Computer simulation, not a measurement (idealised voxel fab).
voxel gate over fins: a process module
For reference, the cross-section in this document is cut, with width 240 nm and square cells of 5 nm.
Throughout this document, each cross-section is represented as a grid of square cells and is presented as a sequence of bands enumerated from the top downward, where a band comprises one or more rows of cells. In this notation a band is specified by the heights of its top and bottom, in that order and in nm, after which its materials appear from left to right, each paired with its width in nm. The word "all across" attached to a single material means that material fills the band from edge to edge; the word "air" stands for empty space. Below 0: as-received wafer, all one material; heights counted from there. Lowest band: no bottom, goes on down, written "0..down". A width given as "30 to 40" starts at the first number in the band's top row and ends at the second number in its bottom row, shifting by an equal amount at every step from row to row. When a step is marked "remained unchanged", none of the cells in the cross-section changed during that step. The entry titled "Closed void roster" provides the empty spaces that have no open way to the top, restricted to those of 8 cells or more. Each is presented as width x height at distance, the distance being measured from the left edge, with all three in nm. Step line, after settings: the simulator's comment on this step. overlay nm, on a step with a mask: how far to the right of its planned place the mask lay; to the left if negative.
### Process steps - plan
- 1: op RECEIVE | material Si
- 2: op CONFORMAL_DEP | material SiN | thk nm 5
- 3: op PATTERN | tone cover | mask id FINS | material resist | width nm 15 | pitch nm 55 | thk nm 20 | overlay nm 0
- 4: op DIRECTIONAL_ETCH | etch materials SiN | depth nm 5
- 5: op DIRECTIONAL_ETCH | etch materials Si | depth nm 35
- 6: op STRIP | etch materials resist
- 7: op OXIDIZE | depth nm 5
- 8: op FILL_DEP | material SiO2 | thk nm 15
- 9: op CMP | height nm 5
- 10: op MASKED_ETCH | tone open | mask id RAIL | width nm 15 | etch materials SiO2 | depth nm 35 | overlay nm 0
- 11: op CONFORMAL_DEP | material TiN | thk nm 5
- 12: op FILL_DEP | material Ru | thk nm 10
- 13: op CMP | height nm 5
- 14: op SELECTIVE_ETCH | etch materials W Ru TiN | depth nm 25
- 15: op FILL_DEP | material SiO2 | thk nm 5
- 16: op CMP | height nm 5
- 17: op SELECTIVE_ETCH | etch materials SiO2 | depth nm 15
- 18: op STRIP | etch materials SiN
- 19: op CONFORMAL_DEP | material HfO2 | thk nm 5
- 20: op CONFORMAL_DEP | material TiN | thk nm 5
- 21: op CONFORMAL_DEP | material TiAl | thk nm 5
- 22: op CONFORMAL_DEP | material TiN | thk nm 5
- 23: op FILL_DEP | material W | thk nm 10
- 24: op CMP | height nm 25
- 25: op CONFORMAL_DEP | material SiCN | thk nm 10
### So this is the incoming wafer in cross-section - it's already been through step 1
> 0..down = Si all across
> Closed void roster: none
### Run as planned - first of the two wafers cross-sectioned at the end of the module
> 35..25 = SiCN all across
> 25..20 = W all across
> 20..15 = W=70 | TiN=45 | W=10 | TiN=45 | W=70
> 15..10 = W=70 | TiN=5 | TiAl=35 | TiN=5 | W=10 | TiN=5 | TiAl=35 | TiN=5 | W=70
> 10..5 = TiN=75 | TiAl=5 | TiN=25 | TiAl=5 | TiN=20 | TiAl=5 | TiN=25 | TiAl=5 | TiN=75
> 5..0 = TiAl=80 | TiN=5 | HfO2=15 | TiN=5 | TiAl=30 | TiN=5 | HfO2=15 | TiN=5 | TiAl=80
> 0..-5 = TiN=85 | HfO2=5 | Si=5 | HfO2=5 | TiN=40 | HfO2=5 | Si=5 | HfO2=5 | TiN=85
> -5..-10 = HfO2=90 | Si=5 | HfO2=50 | Si=5 | HfO2=90
> -10..-20 = SiO2=90 | Si=5 | SiO2=50 | Si=5 | SiO2=90
> -20..-25 = SiO2=90 | Si=5 | SiO2=15 | TiN=5 | Ru=5 | TiN=5 | SiO2=20 | Si=5 | SiO2=90
> -25..-30 = SiO2=90 | Si=5 | SiO2=15 | TiN=15 | SiO2=20 | Si=5 | SiO2=90
> -30..-40 = SiO2=90 | Si=5 | SiO2=50 | Si=5 | SiO2=90
> -40..down = Si all across
> Closed void roster: none
### Same start, same plan as the first wafer - but one mistake in the run. Cross-section of the second of the two at the end of the module
> 35..25 = SiCN all across
> 25..20 = W all across
> 20..15 = W=70 | TiN=45 | W=10 | TiN=45 | W=70
> 15..10 = W=70 | TiN=5 | TiAl=35 | TiN=5 | W=10 | TiN=5 | TiAl=35 | TiN=5 | W=70
> 10..5 = TiN=75 | TiAl=5 | TiN=25 | TiAl=5 | TiN=20 | TiAl=5 | TiN=25 | TiAl=5 | TiN=75
> 5..0 = TiAl=80 | TiN=5 | HfO2=15 | TiN=5 | TiAl=30 | TiN=5 | HfO2=15 | TiN=5 | TiAl=80
> 0..-5 = TiN=85 | HfO2=5 | Si=5 | HfO2=5 | TiN=40 | HfO2=5 | Si=5 | HfO2=5 | TiN=85
> -5..-10 = HfO2=75 | TiN=10 | HfO2=5 | Si=5 | HfO2=5 | TiN=10 | HfO2=20 | TiN=10 | HfO2=5 | Si=5 | HfO2=5 | TiN=10 | HfO2=75
> -10..-15 = SiO2=70 | HfO2=20 | Si=5 | HfO2=20 | SiO2=10 | HfO2=20 | Si=5 | HfO2=20 | SiO2=70
> -15..-20 = SiO2=90 | Si=5 | SiO2=50 | Si=5 | SiO2=90
> -20..-25 = SiO2=90 | Si=5 | SiO2=15 | TiN=5 | Ru=5 | TiN=5 | SiO2=20 | Si=5 | SiO2=90
> -25..-30 = SiO2=90 | Si=5 | SiO2=15 | TiN=15 | SiO2=20 | Si=5 | SiO2=90
> -30..-40 = SiO2=90 | Si=5 | SiO2=50 | Si=5 | SiO2=90
> -40..down = Si all across
> Closed void roster: none
Deviation noted in wafer processing: steps 17 and 18 were swapped
Wrapping up, a cell-based count of both wafers puts the second over or under the first for these materials: +8 HfO2 | -16 SiO2 | +8 TiN
